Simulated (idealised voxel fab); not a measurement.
process module | voxel trench capacitor
cross-section cut | 280 nm wide | cells 5 nm
A cross-section is a grid of square cells, given in bands from the top down. A band is one or more rows of cells.
Each band's line starts with the height of the band's top and of its bottom, in nm. Then come its materials from left to right, each with its width in nm. One material with "throughout" fills the band from edge to edge. "air" is empty space.
Height 0 is the level under which the wafer as received is all one material. The lowest band goes on downwards, as in "0 down".
A width such as "30 to 40" changes by the same amount from each row of cells to the next, from the band's top row to its bottom row.
"no change" after a step means that no cell of the cross-section changed.
closed voids: empty space of 8 cells or more with no open way to the top, each as width x height at its distance from the left edge, in nm
after a step's settings: what the simulator itself notes on the step
overlay nm, on a step with a mask: how far to the right of its planned place the mask lay; to the left if negative
plan
1 op RECEIVE | material Si
2 op CONFORMAL_DEP | material SiN | thk nm 10
3 op DIRECTIONAL_DEP | material aC | thk nm 15
4 op PATTERN | tone open | mask id TRENCH | material resist | width nm 30 | pitch nm 45 | thk nm 35 | overlay nm 0
5 op DIRECTIONAL_ETCH | etch materials aC | depth nm 15
6 op STRIP | etch materials resist
7 op DIRECTIONAL_ETCH | etch materials SiN | depth nm 10
8 op DIRECTIONAL_ETCH | etch materials Si | depth nm 30
9 op STRIP | etch materials aC
10 op CONFORMAL_DEP | material HfO2 | thk nm 5
11 op CONFORMAL_DEP | material TiN | thk nm 5
12 op FILL_DEP | material W | thk nm 10
13 op CMP | height nm 10
first wafer, as planned
as received, after step 1
  0 down: Si throughout
  closed voids: none
after step 2
  10 to 0: SiN throughout
  below 0: unchanged
after step 3
  25 to 10: aC throughout
  below 10: unchanged
after step 4
  60 to 25: resist 100 | air 30 | resist 15 | air 30 | resist 105
  below 25: unchanged
after step 5
  45 to 25: resist 100 | air 30 | resist 15 | air 30 | resist 105
  25 to 10: aC 100 | air 30 | aC 15 | air 30 | aC 105
  below 10: unchanged
after step 6
  25 to 10: aC 100 | air 30 | aC 15 | air 30 | aC 105
  below 10: unchanged
after step 7
  25 to 10: aC 100 | air 30 | aC 15 | air 30 | aC 105
  10 to 0: SiN 100 | air 30 | SiN 15 | air 30 | SiN 105
  below 0: unchanged
after step 8
  25 to 10: aC 100 | air 30 | aC 15 | air 30 | aC 105
  10 to 0: SiN 100 | air 30 | SiN 15 | air 30 | SiN 105
  0 to -30: Si 100 | air 30 | Si 15 | air 30 | Si 105
  below -30: unchanged
after step 9
  10 to 0: SiN 100 | air 30 | SiN 15 | air 30 | SiN 105
  below 0: unchanged
after step 10
  15 to 10: HfO2 105 | air 20 | HfO2 25 | air 20 | HfO2 110
  10 to 0: SiN 100 | HfO2 5 | air 20 | HfO2 5 | SiN 15 | HfO2 5 | air 20 | HfO2 5 | SiN 105
  0 to -25: Si 100 | HfO2 5 | air 20 | HfO2 5 | Si 15 | HfO2 5 | air 20 | HfO2 5 | Si 105
  -25 to -30: Si 100 | HfO2 30 | Si 15 | HfO2 30 | Si 105
  below -30: unchanged
after step 11
  20 to 15: TiN 110 | air 10 | TiN 35 | air 10 | TiN 115
  15 to 10: HfO2 105 | TiN 5 | air 10 | TiN 5 | HfO2 25 | TiN 5 | air 10 | TiN 5 | HfO2 110
  10 to 0: SiN 100 | HfO2 5 | TiN 5 | air 10 | TiN 5 | HfO2 5 | SiN 15 | HfO2 5 | TiN 5 | air 10 | TiN 5 | HfO2 5 | SiN 105
  0 to -20: Si 100 | HfO2 5 | TiN 5 | air 10 | TiN 5 | HfO2 5 | Si 15 | HfO2 5 | TiN 5 | air 10 | TiN 5 | HfO2 5 | Si 105
  -20 to -25: Si 100 | HfO2 5 | TiN 20 | HfO2 5 | Si 15 | HfO2 5 | TiN 20 | HfO2 5 | Si 105
  below -25: unchanged
after step 12
  30 to 20: W throughout
  20 to 15: TiN 110 | W 10 | TiN 35 | W 10 | TiN 115
  15 to 10: HfO2 105 | TiN 5 | W 10 | TiN 5 | HfO2 25 | TiN 5 | W 10 | TiN 5 | HfO2 110
  10 to 0: SiN 100 | HfO2 5 | TiN 5 | W 10 | TiN 5 | HfO2 5 | SiN 15 | HfO2 5 | TiN 5 | W 10 | TiN 5 | HfO2 5 | SiN 105
  0 to -20: Si 100 | HfO2 5 | TiN 5 | W 10 | TiN 5 | HfO2 5 | Si 15 | HfO2 5 | TiN 5 | W 10 | TiN 5 | HfO2 5 | Si 105
  below -20: unchanged
after step 13
  10 to 0: SiN 100 | HfO2 5 | TiN 5 | W 10 | TiN 5 | HfO2 5 | SiN 15 | HfO2 5 | TiN 5 | W 10 | TiN 5 | HfO2 5 | SiN 105
  below 0: unchanged
second wafer: like start, like plan, one mistake. Through step 3 it matches the first wafer
when step 4 should have ended
  60 to 25: resist 90 | air 30 | resist 15 | air 30 | resist 115
  below 25: unchanged
when step 5 should have ended
  45 to 25: resist 90 | air 30 | resist 15 | air 30 | resist 115
  25 to 10: aC 90 | air 30 | aC 15 | air 30 | aC 115
  below 10: unchanged
when step 6 should have ended
  25 to 10: aC 90 | air 30 | aC 15 | air 30 | aC 115
  below 10: unchanged
when step 7 should have ended
  25 to 10: aC 90 | air 30 | aC 15 | air 30 | aC 115
  10 to 0: SiN 90 | air 30 | SiN 15 | air 30 | SiN 115
  below 0: unchanged
when step 8 should have ended
  25 to 10: aC 90 | air 30 | aC 15 | air 30 | aC 115
  10 to 0: SiN 90 | air 30 | SiN 15 | air 30 | SiN 115
  0 to -30: Si 90 | air 30 | Si 15 | air 30 | Si 115
  below -30: unchanged
when step 9 should have ended
  10 to 0: SiN 90 | air 30 | SiN 15 | air 30 | SiN 115
  below 0: unchanged
when step 10 should have ended
  15 to 10: HfO2 95 | air 20 | HfO2 25 | air 20 | HfO2 120
  10 to 0: SiN 90 | HfO2 5 | air 20 | HfO2 5 | SiN 15 | HfO2 5 | air 20 | HfO2 5 | SiN 115
  0 to -25: Si 90 | HfO2 5 | air 20 | HfO2 5 | Si 15 | HfO2 5 | air 20 | HfO2 5 | Si 115
  -25 to -30: Si 90 | HfO2 30 | Si 15 | HfO2 30 | Si 115
  below -30: unchanged
when step 11 should have ended
  20 to 15: TiN 100 | air 10 | TiN 35 | air 10 | TiN 125
  15 to 10: HfO2 95 | TiN 5 | air 10 | TiN 5 | HfO2 25 | TiN 5 | air 10 | TiN 5 | HfO2 120
  10 to 0: SiN 90 | HfO2 5 | TiN 5 | air 10 | TiN 5 | HfO2 5 | SiN 15 | HfO2 5 | TiN 5 | air 10 | TiN 5 | HfO2 5 | SiN 115
  0 to -20: Si 90 | HfO2 5 | TiN 5 | air 10 | TiN 5 | HfO2 5 | Si 15 | HfO2 5 | TiN 5 | air 10 | TiN 5 | HfO2 5 | Si 115
  -20 to -25: Si 90 | HfO2 5 | TiN 20 | HfO2 5 | Si 15 | HfO2 5 | TiN 20 | HfO2 5 | Si 115
  below -25: unchanged
when step 12 should have ended
  30 to 20: W throughout
  20 to 15: TiN 100 | W 10 | TiN 35 | W 10 | TiN 125
  15 to 10: HfO2 95 | TiN 5 | W 10 | TiN 5 | HfO2 25 | TiN 5 | W 10 | TiN 5 | HfO2 120
  10 to 0: SiN 90 | HfO2 5 | TiN 5 | W 10 | TiN 5 | HfO2 5 | SiN 15 | HfO2 5 | TiN 5 | W 10 | TiN 5 | HfO2 5 | SiN 115
  0 to -20: Si 90 | HfO2 5 | TiN 5 | W 10 | TiN 5 | HfO2 5 | Si 15 | HfO2 5 | TiN 5 | W 10 | TiN 5 | HfO2 5 | Si 115
  below -20: unchanged
when step 13 should have ended
  10 to 0: SiN 90 | HfO2 5 | TiN 5 | W 10 | TiN 5 | HfO2 5 | SiN 15 | HfO2 5 | TiN 5 | W 10 | TiN 5 | HfO2 5 | SiN 115
  below 0: unchanged
what went wrong: step 4 ran as: op PATTERN | tone open | mask id TRENCH | material resist | width nm 30 | pitch nm 45 | thk nm 35 | overlay nm -10
at the end the second wafer has, in cells: as many of each material as the first, in other places
